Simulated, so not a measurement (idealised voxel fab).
Process module under the name voxel wiring stack
For reference, the cross-section in this document is cut, with width 195 nm and square cells of 5 nm.
This document writes a cross-section as a grid whose cells are square, and gives it as bands, listed from the top down; one or more rows of cells form a band.
The band entry comprises the height of the band's top followed by the height of its bottom, expressed in nm, and subsequently the band's materials from left to right, each stated together with its width in nm. Where a single material is marked with the word "edge to edge", that material fills the band from edge to edge. The word "air" represents empty space.
For the purposes of this specification, 0 denotes the height below which the wafer in its as-received condition is composed wholly of one material, and the lowermost band, lacking a lower limit, extends downward without end, as expressed in "z 0 and below".
Graded width ("30->40"): value in top row of band = first number; value in bottom row = second number; row-to-row change constant.
Key: "changes: none" - step with no changed cell in the cross-section.
Entry "Completely enclosed voids". Content: empty spaces with no open connection to the top, size 8 cells or greater. Each: width x height at distance. Distance: from left edge. Unit: nm.
The remark found on a step's line after its settings is issued by the simulator itself and pertains to that step.
A step's line can hold "overlay nm"; with a mask on that step, the setting says how far right of the planned place the mask lay, while a negative setting says it lay to the left.
-- Set out below are the planned steps of the process
1) RECEIVE: material Si
2) CONFORMAL_DEP: material SiO2, thk nm 15
3) CONFORMAL_DEP: material SiCN, thk nm 5
4) DIRECTIONAL_DEP: material SiO2, thk nm 20
5) MASKED_ETCH: tone open, mask id METAL_1, width nm 30, pitch nm 45, etch materials SiO2, depth nm 20, overlay nm 0
6) MASKED_ETCH: tone open, mask id METAL_1, width nm 30, pitch nm 45, etch materials SiCN, depth nm 5, overlay nm 0
7) CONFORMAL_DEP: material TiN, thk nm 5
8) FILL_DEP: material W, thk nm 10
9) CMP: height nm 40
10) CONFORMAL_DEP: material SiCN, thk nm 5
11) DIRECTIONAL_DEP: material SiO2, thk nm 15
12) MASKED_ETCH: tone open, mask id PLUG_1, width nm 15, pitch nm 45, etch materials SiO2, depth nm 15, overlay nm 0
13) MASKED_ETCH: tone open, mask id PLUG_1, width nm 15, pitch nm 45, etch materials SiCN, depth nm 5, overlay nm 0
14) CONFORMAL_DEP: material TiN, thk nm 5
15) FILL_DEP: material Cu, thk nm 10
16) CMP: height nm 60
17) CONFORMAL_DEP: material SiCN, thk nm 5
18) DIRECTIONAL_DEP: material lowk, thk nm 25
19) DIRECTIONAL_DEP: material aC, thk nm 10
20) PATTERN: tone open, mask id METAL_2, material resist, width nm 30, pitch nm 45, thk nm 30, overlay nm 0
21) DIRECTIONAL_ETCH: etch materials aC, depth nm 10
22) STRIP: etch materials resist
23) DIRECTIONAL_ETCH: etch materials lowk, depth nm 25
24) DIRECTIONAL_ETCH: etch materials SiCN, depth nm 5
25) STRIP: etch materials aC
26) CONFORMAL_DEP: material TiN, thk nm 5
27) FILL_DEP: material Ru, thk nm 10
28) CMP: height nm 90
29) CONFORMAL_DEP: material SiCN, thk nm 5
-- So this is the incoming wafer in cross-section - it's already been through step 1
	z 0 and below  Si edge to edge
	Completely enclosed voids: none
-- Final cross-section, module run with one mistake (start and plan as above)
	z 95 to 90  SiCN edge to edge
	z 90 to 65  60 nm lowk, then 5 nm TiN, then 20 nm Ru, then 5 nm TiN, then 15 nm lowk, then 5 nm TiN, then 20 nm Ru, then 5 nm TiN, then 60 nm lowk
	z 65 to 60  60 nm SiCN, then 30 nm TiN, then 15 nm SiCN, then 30 nm TiN, then 60 nm SiCN
	z 60 to 45  60 nm SiO2, then 5 nm TiN, then 5 nm Cu, then 5 nm TiN, then 30 nm SiO2, then 5 nm TiN, then 5 nm Cu, then 5 nm TiN, then 75 nm SiO2
	z 45 to 40  60 nm SiCN, then 15 nm TiN, then 30 nm SiCN, then 15 nm TiN, then 75 nm SiCN
	z 40 to 25  60 nm SiO2, then 5 nm TiN, then 20 nm W, then 5 nm TiN, then 15 nm SiO2, then 5 nm TiN, then 20 nm W, then 5 nm TiN, then 60 nm SiO2
	z 25 to 20  60 nm SiO2, then 30 nm TiN, then 15 nm SiO2, then 30 nm TiN, then 60 nm SiO2
	z 20 to 5  SiO2 edge to edge
	z 5 to 0  SiCN edge to edge
	z 0 and below  Si edge to edge
	Completely enclosed voids: none
What broke from the plan during processing? sequence error: steps 2 and 3 interchanged
